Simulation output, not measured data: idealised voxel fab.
This is a process module. Its name is voxel lift off.
In the cross-section labelled cut, the width is 285 nm and each square cell is 5 nm.
Think of the cross-section as a grid of square cells. We describe it in bands, top to bottom, and each band covers one or more rows of those cells.
Quick guide to a band line: top height, bottom height (nm) up front; then every material left to right with its width in nm. Only one material and it's marked "full width"? Then it fills the band edge to edge. And "air" just means empty space.
Heights from 0 (as-received wafer is one material below). Bottom band endless downward, as "z 0 and below".
The two numbers in a width such as "30 to 40" mark its ends across the band: the first belongs to the top row of cells, the second to the bottom row, and from each row to the next the width moves by the same amount.
When a step is marked "nothing got changed", none of the cells in the cross-section changed during that step.
This entry, "Unvented internal voids", enumerates those empty regions of no fewer than 8 cells that possess no open connection to the top. Each region is reported in the form width x height at distance, the distance being taken from the left edge, with all three quantities expressed in nm.
Read whatever lies past the settings on a step's line as the simulator's own remark about the step.
overlay nm, on a step with a mask: how far to the right of its planned place the mask lay; to the left if negative
THE PLANNED PROCESS STEPS ARE ENUMERATED HEREUNDER
- 1: RECEIVE, material Si
- 2: CONFORMAL_DEP, material Al2O3, thk nm 15
- 3: PATTERN, tone open, mask id LINES, material resist, width nm 25, pitch nm 40, thk nm 20, overlay nm 0
- 4: DIRECTIONAL_DEP, material Ru, thk nm 5
- 5: STRIP, etch materials resist
- 6: CONFORMAL_DEP, material SiO2, thk nm 10
INCOMING WAFER IN CROSS-SECTION (STATE: AFTER STEP 1)
> z 0 and below  Si full width
> Unvented internal voids: none
THE FOLLOWING CROSS-SECTION DEPICTS THE WAFER UPON CONCLUSION OF THE MODULE. PROCESSING COMMENCED FROM THE STARTING CONDITION ILLUSTRATED ABOVE AND ADHERED TO THE PLAN ILLUSTRATED ABOVE, SAVE FOR ONE MISTAKE IN EXECUTION
> z 45 to 40  air (100), then SiO2 (85), then air (100)
> z 40 to 35  SiO2 full width
> z 35 to 30  SiO2 (110), then Ru (25), then SiO2 (15), then Ru (25), then SiO2 (110)
> z 30 to 0  Al2O3 full width
> z 0 and below  Si full width
> Unvented internal voids: none
Plan not followed: twice, step 2 of the plan was run
